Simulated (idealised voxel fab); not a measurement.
Herein follows the process module entitled voxel gate over fins.
It is cross-section cut that appears here, measuring 200 nm in width, its square cells being 5 nm in size.
A cross-section is a grid of square cells, given in bands from the top down. A band is one or more rows of cells. Band entry format. Leading values: height of top, height of bottom, nm. Remainder: materials in left-to-right order, each with its width in nm. Special words: "all across" on a single material, which then fills the band edge to edge; "empty", empty space. Ref level 0: as-received wafer is one material below here. Bottom band extends down with no lower bound ("0 nm and below"). The two numbers in a width such as "30->40" mark its ends across the band: the first belongs to the top row of cells, the second to the bottom row, and from each row to the next the width moves by the same amount. Where the words "no modification" appear for a step, the cross-section shows no cell changed by that step; every cell remained as before. "Sealed void listing": empty spaces of 8 cells or more with no open way to the top, each given as width x height at distance, distance from the left edge, all in nm. Read whatever lies past the settings on a step's line as the simulator's own remark about the step. Each step line may optionally specify "overlay nm", which for a step with a mask gives the rightward distance between the mask's planned place and where it lay, a negative value indicating the leftward direction.
-- So here's the lineup of process steps we planned
| 1 | RECEIVE,material Si |
| 2 | CONFORMAL_DEP,material SiN,thk nm 10 |
| 3 | PATTERN,tone cover,mask id FINS,material resist,width nm 15,pitch nm 60,thk nm 15,overlay nm 0 |
| 4 | DIRECTIONAL_ETCH,etch materials SiN,depth nm 10 |
| 5 | DIRECTIONAL_ETCH,etch materials Si,depth nm 35 |
| 6 | STRIP,etch materials resist |
| 7 | FILL_DEP,material SiO2,thk nm 5 |
| 8 | CMP,height nm 10 |
| 9 | DIRECTIONAL_DEP,material aC,thk nm 15 |
| 10 | PATTERN,tone open,mask id RAIL,material resist,width nm 15,thk nm 30,overlay nm 0 |
| 11 | DIRECTIONAL_ETCH,etch materials aC,depth nm 15 |
| 12 | STRIP,etch materials resist |
| 13 | DIRECTIONAL_ETCH,etch materials SiO2,depth nm 40 |
| 14 | STRIP,etch materials aC |
| 15 | CONFORMAL_DEP,material TiN,thk nm 5 |
| 16 | FILL_DEP,material W,thk nm 5 |
| 17 | CMP,height nm 10 |
| 18 | SELECTIVE_ETCH,etch materials W Ru TiN,depth nm 30 |
| 19 | FILL_DEP,material SiO2,thk nm 5 |
| 20 | CMP,height nm 10 |
| 21 | SELECTIVE_ETCH,etch materials SiO2,depth nm 25 |
| 22 | STRIP,etch materials SiN |
| 23 | CONFORMAL_DEP,material HfO2,thk nm 5 |
| 24 | CONFORMAL_DEP,material TiN,thk nm 5 |
| 25 | CONFORMAL_DEP,material TiAl,thk nm 5 |
| 26 | CONFORMAL_DEP,material TiN,thk nm 5 |
| 27 | FILL_DEP,material W,thk nm 15 |
| 28 | CMP,height nm 30 |
| 29 | CONFORMAL_DEP,material SiCN,thk nm 5 |
-- Account of the first of two wafers, which was processed as intended
-- Cross-section of the incoming wafer, state after step 1
0 nm and below | Si all across
Sealed void listing: none
-- Upon completion of step 2, the wafer appears in cross-section as shown
10 nm to 0 nm | SiN all across
Below 0 it's all the same as before, nothing changed down there.
-- Upon completion of step 3, the wafer appears in cross-section as shown
25 nm to 10 nm | empty (60), then resist (15), then empty (45), then resist (15), then empty (65)
Below 10 it's all the same as before, nothing changed down there.
-- Upon completion of step 4, the wafer appears in cross-section as shown
25 nm to 10 nm | empty (60), then resist (15), then empty (45), then resist (15), then empty (65)
10 nm to 0 nm | empty (60), then SiN (15), then empty (45), then SiN (15), then empty (65)
Below 0 it's all the same as before, nothing changed down there.
-- Upon completion of step 5, the wafer appears in cross-section as shown
25 nm to 10 nm | empty (60), then resist (15), then empty (45), then resist (15), then empty (65)
10 nm to 0 nm | empty (60), then SiN (15), then empty (45), then SiN (15), then empty (65)
0 nm to -35 nm | empty (60), then Si (15), then empty (45), then Si (15), then empty (65)
Below -35 it's all the same as before, nothing changed down there.
-- Upon completion of step 6, the wafer appears in cross-section as shown
10 nm to 0 nm | empty (60), then SiN (15), then empty (45), then SiN (15), then empty (65)
Below 0 it's all the same as before, nothing changed down there.
-- Upon completion of step 7, the wafer appears in cross-section as shown
15 nm to 10 nm | SiO2 all across
10 nm to 0 nm | SiO2 (60), then SiN (15), then SiO2 (45), then SiN (15), then SiO2 (65)
0 nm to -35 nm | SiO2 (60), then Si (15), then SiO2 (45), then Si (15), then SiO2 (65)
Below -35 it's all the same as before, nothing changed down there.
-- Upon completion of step 8, the wafer appears in cross-section as shown
10 nm to 0 nm | SiO2 (60), then SiN (15), then SiO2 (45), then SiN (15), then SiO2 (65)
Below 0 it's all the same as before, nothing changed down there.
-- Upon completion of step 9, the wafer appears in cross-section as shown
25 nm to 10 nm | aC all across
Below 10 it's all the same as before, nothing changed down there.
-- Upon completion of step 10, the wafer appears in cross-section as shown
55 nm to 25 nm | resist (90), then empty (15), then resist (95)
Below 25 it's all the same as before, nothing changed down there.
-- Upon completion of step 11, the wafer appears in cross-section as shown
40 nm to 25 nm | resist (90), then empty (15), then resist (95)
25 nm to 10 nm | aC (90), then empty (15), then aC (95)
Below 10 it's all the same as before, nothing changed down there.
-- Upon completion of step 12, the wafer appears in cross-section as shown
25 nm to 10 nm | aC (90), then empty (15), then aC (95)
Below 10 it's all the same as before, nothing changed down there.
-- Upon completion of step 13, the wafer appears in cross-section as shown
25 nm to 10 nm | aC (90), then empty (15), then aC (95)
10 nm to 0 nm | SiO2 (60), then SiN (15), then SiO2 (15), then empty (15), then SiO2 (15), then SiN (15), then SiO2 (65)
0 nm to -30 nm | SiO2 (60), then Si (15), then SiO2 (15), then empty (15), then SiO2 (15), then Si (15), then SiO2 (65)
Below -30 it's all the same as before, nothing changed down there.
-- Upon completion of step 14, the wafer appears in cross-section as shown
10 nm to 0 nm | SiO2 (60), then SiN (15), then SiO2 (15), then empty (15), then SiO2 (15), then SiN (15), then SiO2 (65)
Below 0 it's all the same as before, nothing changed down there.
-- Upon completion of step 15, the wafer appears in cross-section as shown
15 nm to 10 nm | TiN (95), then empty (5), then TiN (100)
10 nm to 0 nm | SiO2 (60), then SiN (15), then SiO2 (15), then TiN (5), then empty (5), then TiN (5), then SiO2 (15), then SiN (15), then SiO2 (65)
0 nm to -25 nm | SiO2 (60), then Si (15), then SiO2 (15), then TiN (5), then empty (5), then TiN (5), then SiO2 (15), then Si (15), then SiO2 (65)
-25 nm to -30 nm | SiO2 (60), then Si (15), then SiO2 (15), then TiN (15), then SiO2 (15), then Si (15), then SiO2 (65)
Below -30 it's all the same as before, nothing changed down there.
-- Upon completion of step 16, the wafer appears in cross-section as shown
20 nm to 15 nm | W all across
15 nm to 10 nm | TiN (95), then W (5), then TiN (100)
10 nm to 0 nm | SiO2 (60), then SiN (15), then SiO2 (15), then TiN (5), then W (5), then TiN (5), then SiO2 (15), then SiN (15), then SiO2 (65)
0 nm to -25 nm | SiO2 (60), then Si (15), then SiO2 (15), then TiN (5), then W (5), then TiN (5), then SiO2 (15), then Si (15), then SiO2 (65)
Below -25 it's all the same as before, nothing changed down there.
-- Upon completion of step 17, the wafer appears in cross-section as shown
10 nm to 0 nm | SiO2 (60), then SiN (15), then SiO2 (15), then TiN (5), then W (5), then TiN (5), then SiO2 (15), then SiN (15), then SiO2 (65)
Below 0 it's all the same as before, nothing changed down there.
-- Upon completion of step 18, the wafer appears in cross-section as shown
10 nm to 0 nm | SiO2 (60), then SiN (15), then SiO2 (15), then empty (15), then SiO2 (15), then SiN (15), then SiO2 (65)
0 nm to -20 nm | SiO2 (60), then Si (15), then SiO2 (15), then empty (15), then SiO2 (15), then Si (15), then SiO2 (65)
Below -20 it's all the same as before, nothing changed down there.
-- Upon completion of step 19, the wafer appears in cross-section as shown
15 nm to 10 nm | SiO2 all across
10 nm to 0 nm | SiO2 (60), then SiN (15), then SiO2 (45), then SiN (15), then SiO2 (65)
0 nm to -20 nm | SiO2 (60), then Si (15), then SiO2 (45), then Si (15), then SiO2 (65)
Below -20 it's all the same as before, nothing changed down there.
-- Upon completion of step 20, the wafer appears in cross-section as shown
10 nm to 0 nm | SiO2 (60), then SiN (15), then SiO2 (45), then SiN (15), then SiO2 (65)
Below 0 it's all the same as before, nothing changed down there.
-- Upon completion of step 21, the wafer appears in cross-section as shown
10 nm to 0 nm | empty (60), then SiN (15), then empty (45), then SiN (15), then empty (65)
0 nm to -15 nm | empty (60), then Si (15), then empty (45), then Si (15), then empty (65)
Below -15 it's all the same as before, nothing changed down there.
-- Upon completion of step 22, the wafer appears in cross-section as shown
0 nm to -15 nm | empty (60), then Si (15), then empty (45), then Si (15), then empty (65)
Below -15 it's all the same as before, nothing changed down there.
-- Upon completion of step 23, the wafer appears in cross-section as shown
5 nm to 0 nm | empty (55), then HfO2 (25), then empty (35), then HfO2 (25), then empty (60)
0 nm to -10 nm | empty (55), then HfO2 (5), then Si (15), then HfO2 (5), then empty (35), then HfO2 (5), then Si (15), then HfO2 (5), then empty (60)
-10 nm to -15 nm | HfO2 (60), then Si (15), then HfO2 (45), then Si (15), then HfO2 (65)
Below -15 it's all the same as before, nothing changed down there.
-- Upon completion of step 24, the wafer appears in cross-section as shown
10 nm to 5 nm | empty (50), then TiN (35), then empty (25), then TiN (35), then empty (55)
5 nm to 0 nm | empty (50), then TiN (5), then HfO2 (25), then TiN (5), then empty (25), then TiN (5), then HfO2 (25), then TiN (5), then empty (55)
0 nm to -5 nm | empty (50), then TiN (5), then HfO2 (5), then Si (15), then HfO2 (5), then TiN (5), then empty (25), then TiN (5), then HfO2 (5), then Si (15), then HfO2 (5), then TiN (5), then empty (55)
-5 nm to -10 nm | TiN (55), then HfO2 (5), then Si (15), then HfO2 (5), then TiN (35), then HfO2 (5), then Si (15), then HfO2 (5), then TiN (60)
Below -10 it's all the same as before, nothing changed down there.
-- Upon completion of step 25, the wafer appears in cross-section as shown
15 nm to 10 nm | empty (45), then TiAl (45), then empty (15), then TiAl (45), then empty (50)
10 nm to 5 nm | empty (45), then TiAl (5), then TiN (35), then TiAl (5), then empty (15), then TiAl (5), then TiN (35), then TiAl (5), then empty (50)
5 nm to 0 nm | empty (45), then TiAl (5), then TiN (5), then HfO2 (25), then TiN (5), then TiAl (5), then empty (15), then TiAl (5), then TiN (5), then HfO2 (25), then TiN (5), then TiAl (5), then empty (50)
0 nm to -5 nm | TiAl (50), then TiN (5), then HfO2 (5), then Si (15), then HfO2 (5), then TiN (5), then TiAl (25), then TiN (5), then HfO2 (5), then Si (15), then HfO2 (5), then TiN (5), then TiAl (55)
Below -5 it's all the same as before, nothing changed down there.
-- Upon completion of step 26, the wafer appears in cross-section as shown
20 nm to 15 nm | empty (40), then TiN (55), then empty (5), then TiN (55), then empty (45)
15 nm to 10 nm | empty (40), then TiN (5), then TiAl (45), then TiN (5), then empty (5), then TiN (5), then TiAl (45), then TiN (5), then empty (45)
10 nm to 5 nm | empty (40), then TiN (5), then TiAl (5), then TiN (35), then TiAl (5), then TiN (5), then empty (5), then TiN (5), then TiAl (5), then TiN (35), then TiAl (5), then TiN (5), then empty (45)
5 nm to 0 nm | TiN (45), then TiAl (5), then TiN (5), then HfO2 (25), then TiN (5), then TiAl (5), then TiN (15), then TiAl (5), then TiN (5), then HfO2 (25), then TiN (5), then TiAl (5), then TiN (50)
Below 0 it's all the same as before, nothing changed down there.
-- Upon completion of step 27, the wafer appears in cross-section as shown
35 nm to 20 nm | W all across
20 nm to 15 nm | W (40), then TiN (55), then W (5), then TiN (55), then W (45)
15 nm to 10 nm | W (40), then TiN (5), then TiAl (45), then TiN (5), then W (5), then TiN (5), then TiAl (45), then TiN (5), then W (45)
10 nm to 5 nm | W (40), then TiN (5), then TiAl (5), then TiN (35), then TiAl (5), then TiN (5), then W (5), then TiN (5), then TiAl (5), then TiN (35), then TiAl (5), then TiN (5), then W (45)
Below 5 it's all the same as before, nothing changed down there.
-- Upon completion of step 28, the wafer appears in cross-section as shown
30 nm to 20 nm | W all across
Below 20 it's all the same as before, nothing changed down there.
-- Upon completion of step 29, the wafer appears in cross-section as shown
35 nm to 30 nm | SiCN all across
Below 30 it's all the same as before, nothing changed down there.
-- Wafer two of the pair: same origin, same plan, one error during the run; identical to wafer one up to and including step 27
-- What the second wafer looks like in cross-section when step 28 should have wrapped up
20 nm to 15 nm | W (40), then TiN (55), then W (5), then TiN (55), then W (45)
Below 15 it's all the same as before, nothing changed down there.
-- What the second wafer looks like in cross-section when step 29 should have wrapped up
25 nm to 20 nm | SiCN all across
Below 20 it's all the same as before, nothing changed down there.
Error vs. plan: step 28 ran differently from the plan; actual operation with settings: CMP,height nm 20
Looking at both finished wafers in cells, the second ends up ahead of or behind the first on some materials: W -80
